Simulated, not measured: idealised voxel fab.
Process module heading - voxel released beams
Section cut is 155 nm wide and gridded with 5 nm square cells.
For the purposes of this document, a cross-section shall be understood as a grid of square cells, specified as bands listed in top-to-bottom order, each band consisting of one or more rows of cells. Top height, bottom height, nm. Materials left to right, width each, nm. Single material + "full width" = fills band edge to edge. "empty" = empty. Counting heights begins at 0, where everything beneath is, in the wafer as received, one material. The lowest band has no bottom; it goes on downwards, as "0 nm and below" shows. With a width like "30 to 40", each row of cells in the band differs from the next by the same amount, the top row carrying the first number and the bottom row the second. The designation "nothing got changed", where it is given for a processing step, indicates that no cell of the cross-section was altered in the course of that step. The label "Closed internal voids" introduces a list of the empty spaces, 8 cells or larger, that have no open way up to the top; each entry in it reads width x height at distance, where the distance is taken from the left edge and all three are stated in nm. On each step's line, the part that comes after the settings is the simulator's own comment on the step. What "overlay nm" on a step's line means: if the step has a mask, that mask lay this far to the right of its planned place, or, when the value is negative, to the left.
Planned step list for the process:
| 1 | RECEIVE with material Si |
| 2 | CONFORMAL_DEP with material SiN, thk nm 5 |
| 3 | DIRECTIONAL_DEP with material SiO2, thk nm 15 |
| 4 | MASKED_ETCH with tone open, mask id ANCHOR, width nm 35, etch materials SiO2, depth nm 15, overlay nm 0 |
| 5 | CONFORMAL_DEP with material W, thk nm 15 |
| 6 | DIRECTIONAL_DEP with material aC, thk nm 15 |
| 7 | PATTERN with tone cover, mask id BEAM, material resist, width nm 90, thk nm 30, overlay nm 0 |
| 8 | DIRECTIONAL_ETCH with etch materials aC, depth nm 15 |
| 9 | STRIP with etch materials resist |
| 10 | DIRECTIONAL_ETCH with etch materials W, depth nm 15 |
| 11 | STRIP with etch materials aC |
| 12 | STRIP with etch materials SiO2 |
Cross-section of the incoming wafer, state after step 1:
    0 nm and below  Si full width
    Closed internal voids: none
Run as planned - first of the two wafers cross-sectioned at the end of the module:
    35 nm to 20 nm  empty 30 nm; W 20 nm; empty 5 nm; W 65 nm; empty 35 nm
    20 nm to 5 nm  empty 35 nm; W 35 nm; empty 85 nm
    5 nm to 0 nm  SiN full width
    0 nm and below  Si full width
    Closed internal voids: none
Same start, same plan as the first wafer - but one mistake in the run. Cross-section of the second of the two at the end of the module:
    35 nm to 20 nm  empty 20 nm; W 30 nm; empty 5 nm; W 55 nm; empty 45 nm
    20 nm to 5 nm  empty 35 nm; W 35 nm; empty 85 nm
    5 nm to 0 nm  SiN full width
    0 nm and below  Si full width
    Closed internal voids: none
The mistake made against the process plan was this: step 7 ran as: PATTERN with tone cover, mask id BEAM, material resist, width nm 90, thk nm 30, overlay nm -10
Same inventory, different map: at the end, the second wafer holds as many cells of each material as the first, placed elsewhere.
